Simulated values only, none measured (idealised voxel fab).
A process module follows: voxel self aligned contacts.
In the cross-section labelled cut, the width is 270 nm and each square cell is 5 nm.
Cross-section layout: square cells on a grid; listed as bands, top to bottom; a band spans one or more cell rows. Band: top and bottom heights (nm) first, top before bottom; then materials from left to right, widths in nm. "edge to edge" marks a sole material filling the band edge to edge. "blank" denotes empty space. Basically, 0 is our baseline, since under it the wafer straight out of the box is all one material. The bottom band has no lower end and keeps on going down, so it looks like "0 down". Top row gets the first number, bottom row gets the second, and each row in between changes by the same step: that is how a band width like "30 to 40" works. "remained the same" -> step changed no cross-section cell. Entry "Fully sealed cavities". Content: empty spaces with no open connection to the top, size 8 cells or greater. Each: width x height at distance. Distance: from left edge. Unit: nm. Formally, on a step line, whatever follows the settings is a remark that the simulator itself makes on the step. Among the settings permitted on a step's line is "overlay nm"; applied to a step with a mask, it specifies the extent to which the mask lay to the right of its planned position, whereas a negative figure signifies a position to the left.
PLANNED PROCESS STEPS
1 RECEIVE,material Si
2 OXIDIZE,depth nm 5
3 DIRECTIONAL_DEP,material polySi,thk nm 30
4 DIRECTIONAL_DEP,material SiN,thk nm 20
5 DIRECTIONAL_DEP,material aC,thk nm 10
6 PATTERN,tone cover,mask id GATE,material resist,width nm 35,pitch nm 70,thk nm 25,overlay nm 0
7 DIRECTIONAL_ETCH,etch materials aC,depth nm 10
8 STRIP,etch materials resist
9 DIRECTIONAL_ETCH,etch materials SiN,depth nm 20
10 DIRECTIONAL_ETCH,etch materials polySi,depth nm 30
11 STRIP,etch materials aC
12 CONFORMAL_DEP,material SiN,thk nm 10
13 DIRECTIONAL_ETCH,etch materials SiN,depth nm 10
14 FILL_DEP,material SiO2,thk nm 15
15 CMP,height nm 60
16 PATTERN,tone open,mask id CONTACT,material resist,width nm 45,pitch nm 70,thk nm 15,overlay nm 0
17 DIRECTIONAL_ETCH,etch materials SiO2,depth nm 65
18 STRIP,etch materials resist
19 CONFORMAL_DEP,material TiN,thk nm 5
20 FILL_DEP,material Ru,thk nm 5
21 CMP,height nm 60
22 CONFORMAL_DEP,material SiN,thk nm 5
SO THIS IS THE INCOMING WAFER IN CROSS-SECTION - IT'S ALREADY BEEN THROUGH STEP 1
* 0 down = Si edge to edge
* Fully sealed cavities: none
AS-PLANNED RUN: CROSS-SECTION OF THE FIRST OF TWO WAFERS AT END OF MODULE
* 65 to 60 = SiN edge to edge
* 60 to 50 = 75 of SiO2  5 to 20 of TiN  35 to 5 of Ru  5 to 20 of TiN  25 of SiO2  5 to 20 of TiN  35 to 5 of Ru  5 to 20 of TiN  80 of SiO2
* 50 to 30 = 35 of SiO2  55 of SiN  5 of TiN  5 of Ru  5 of TiN  55 of SiN  5 of TiN  5 of Ru  5 of TiN  55 of SiN  40 of SiO2
* 30 to 0 = 35 of SiO2  10 of SiN  35 of polySi  10 of SiN  5 of TiN  5 of Ru  5 of TiN  10 of SiN  35 of polySi  10 of SiN  5 of TiN  5 of Ru  5 of TiN  10 of SiN  35 of polySi  10 of SiN  40 of SiO2
* 0 to -5 = 90 of SiO2  15 of TiN  55 of SiO2  15 of TiN  95 of SiO2
* -5 down = Si edge to edge
* Fully sealed cavities: none
THIS CROSS-SECTION BELONGS TO THE SECOND WAFER OF TWO AT THE END OF THE MODULE; THE START AND THE PLAN WERE SHARED WITH THE FIRST, AND THE RUN INCLUDED ONE MISTAKE
* 65 to 60 = SiN edge to edge
* 60 to 50 = 75 of SiO2  5 to 20 of TiN  35 to 5 of Ru  5 to 20 of TiN  25 of SiO2  5 to 20 of TiN  35 to 5 of Ru  5 to 20 of TiN  80 of SiO2
* 50 to 25 = 35 of SiO2  10 of SiN  35 of polySi  10 of SiN  5 of TiN  5 of Ru  5 of TiN  10 of SiN  35 of polySi  10 of SiN  5 of TiN  5 of Ru  5 of TiN  10 of SiN  35 of polySi  10 of SiN  40 of SiO2
* 25 to 20 = 35 of SiO2  10 of SiN  35 of polySi  10 of SiN  15 of TiN  10 of SiN  35 of polySi  10 of SiN  15 of TiN  10 of SiN  35 of polySi  10 of SiN  40 of SiO2
* 20 to 0 = SiN edge to edge
* 0 to -5 = SiO2 edge to edge
* -5 down = Si edge to edge
* Fully sealed cavities: none
What was the processing mistake? it was found that steps 3 and 4 of the process plan had been performed in exchanged positions
Final tally in cells, some materials are higher or lower on the second wafer than on the first: Ru -10, SiN +84, SiO2 -54, TiN -20
